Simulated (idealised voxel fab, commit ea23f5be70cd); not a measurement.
The process module that follows is named voxel local oxidation.
Square cells of 5 nm make up the cross-section cut, whose width is 155 nm.
Cross-section, as written here: a square-cell grid given band by band from the top down, where a band holds one or more rows of cells.
Within each band entry, the heights of the top and of the bottom of the band appear first, in that order and in nm; the materials of the band then follow from left to right, each with its corresponding width in nm. The designation "full width" on a single material indicates that it fills the band from edge to edge; the designation "air" indicates empty space.
Where do heights start? At 0: under that level the wafer as delivered is made of one material only. And the lowest band has no floor; it just carries on downward, as in "0..down".
It should be noted that a width expressed as "30..40" varies in equal increments from row to row of cells within the band, taking the value of the first number at the top row and that of the second number at the bottom row.
Basically "stayed the same" means that step didn't change any cell in the cross-section.
If an empty space has no open way to the top and is at least 8 cells in size, "Encapsulated voids" lists it, written width x height at distance, where distance is measured from the left edge and every value is in nm.
Whatever follows a step's settings on its line is a remark the simulator itself makes about that step.
"overlay nm" on a masked step: distance the mask lay right of its planned place, negative for left.

This section lists the process steps that were planned
step 1: RECEIVE [material Si]
step 2: CONFORMAL_DEP [material SiO2] [thk nm 5]
step 3: CONFORMAL_DEP [material SiN] [thk nm 10]
step 4: DIRECTIONAL_DEP [material aC] [thk nm 15]
step 5: PATTERN [tone cover] [mask id ACTIVE] [material resist] [width nm 90] [thk nm 35] [overlay nm 0]
step 6: DIRECTIONAL_ETCH [etch materials aC] [depth nm 15]
step 7: STRIP [etch materials resist]
step 8: DIRECTIONAL_ETCH [etch materials SiN] [depth nm 10]
step 9: STRIP [etch materials aC]
step 10: SELECTIVE_ETCH [etch materials SiO2] [depth nm 5]
step 11: OXIDIZE [depth nm 10]
step 12: STRIP [etch materials SiN]

As-received wafer cross-section (after step 1)
- 0..down  Si full width
- Encapsulated voids: none

Wafer cross-section at module end: first of two, run to plan
- 5..0  air=35  SiO2=80  air=40
- 0..-10  SiO2=45  Si=60  SiO2=50
- -10..down  Si full width
- Encapsulated voids: none

End-of-module cross-section of the second wafer: identical starting point and process plan to the first, with one processing mistake
- 25..15  SiO2 full width
- 15..5  SiN full width
- 5..0  SiO2 full width
- 0..down  Si full width
- Encapsulated voids: none
Against the plan, the run slipped here: note that step 4 departed from the planned setting and was carried out as DIRECTIONAL_DEP [material SiO2] [thk nm 15]
Upon completion, the second wafer contains, in terms of cells, a greater or smaller amount of certain materials than the first wafer: 38 more of Si, 62 more of SiN, 39 more of SiO2
